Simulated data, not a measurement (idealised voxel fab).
process module | voxel tone inversion
cross-section cut | 175 nm wide | cells 5 nm
A cross-section is a grid of square cells, given in bands from the top down. A band is one or more rows of cells.
Each band's line starts with the height of the band's top and of its bottom, in nm. Then come its materials from left to right, each with its width in nm. One material with "throughout" fills the band from edge to edge. "air" is empty space.
Height 0 is the level under which the wafer as received is all one material. The lowest band goes on downwards, as in "0 down".
A width such as "30 to 40" changes by the same amount from each row of cells to the next, from the band's top row to its bottom row.
"no change" after a step means that no cell of the cross-section changed.
closed voids: empty space of 8 cells or more with no open way to the top, each as width x height at its distance from the left edge, in nm
after a step's settings: what the simulator itself notes on the step
overlay nm, on a step with a mask: how far to the right of its planned place the mask lay; to the left if negative
plan
1 op RECEIVE | material Si
2 op CONFORMAL_DEP | material SiCN | thk nm 5
3 op DIRECTIONAL_DEP | material aC | thk nm 25
4 op PATTERN | tone cover | mask id POSTS | material resist | width nm 25 | pitch nm 55 | thk nm 35 | overlay nm 0
5 op DIRECTIONAL_ETCH | etch materials aC | depth nm 25
6 op STRIP | etch materials resist
7 op FILL_DEP | material SiO2 | thk nm 5
8 op CMP | height nm 30
9 op STRIP | etch materials aC
first wafer, as planned
as received, after step 1
  0 down: Si throughout
  closed voids: none
after step 2
  5 to 0: SiCN throughout
  below 0: unchanged
after step 3
  30 to 5: aC throughout
  below 5: unchanged
after step 4
  65 to 30: air 20 | resist 25 | air 30 | resist 25 | air 30 | resist 25 | air 20
  below 30: unchanged
after step 5
  40 to 30: air 20 | resist 25 | air 30 | resist 25 | air 30 | resist 25 | air 20
  30 to 5: air 20 | aC 25 | air 30 | aC 25 | air 30 | aC 25 | air 20
  below 5: unchanged
after step 6
  30 to 5: air 20 | aC 25 | air 30 | aC 25 | air 30 | aC 25 | air 20
  below 5: unchanged
after step 7
  35 to 30: SiO2 throughout
  30 to 5: SiO2 20 | aC 25 | SiO2 30 | aC 25 | SiO2 30 | aC 25 | SiO2 20
  below 5: unchanged
after step 8
  30 to 5: SiO2 20 | aC 25 | SiO2 30 | aC 25 | SiO2 30 | aC 25 | SiO2 20
  below 5: unchanged
after step 9
  30 to 5: SiO2 20 | air 25 | SiO2 30 | air 25 | SiO2 30 | air 25 | SiO2 20
  below 5: unchanged
second wafer: like start, like plan, one mistake. Through step 1 it matches the first wafer
when step 2 should have ended: no change
when step 3 should have ended
  25 to 0: aC throughout
  below 0: unchanged
when step 4 should have ended
  60 to 25: air 20 | resist 25 | air 30 | resist 25 | air 30 | resist 25 | air 20
  below 25: unchanged
when step 5 should have ended
  35 to 25: air 20 | resist 25 | air 30 | resist 25 | air 30 | resist 25 | air 20
  25 to 0: air 20 | aC 25 | air 30 | aC 25 | air 30 | aC 25 | air 20
  below 0: unchanged
when step 6 should have ended
  25 to 0: air 20 | aC 25 | air 30 | aC 25 | air 30 | aC 25 | air 20
  below 0: unchanged
when step 7 should have ended
  30 to 25: SiO2 throughout
  25 to 0: SiO2 20 | aC 25 | SiO2 30 | aC 25 | SiO2 30 | aC 25 | SiO2 20
  below 0: unchanged
when step 8 should have ended: no change
when step 9 should have ended: no change
what went wrong: step 2 was left out
at the end the second wafer has, in cells: 35 fewer of SiCN | 35 more of SiO2 | 75 more of aC
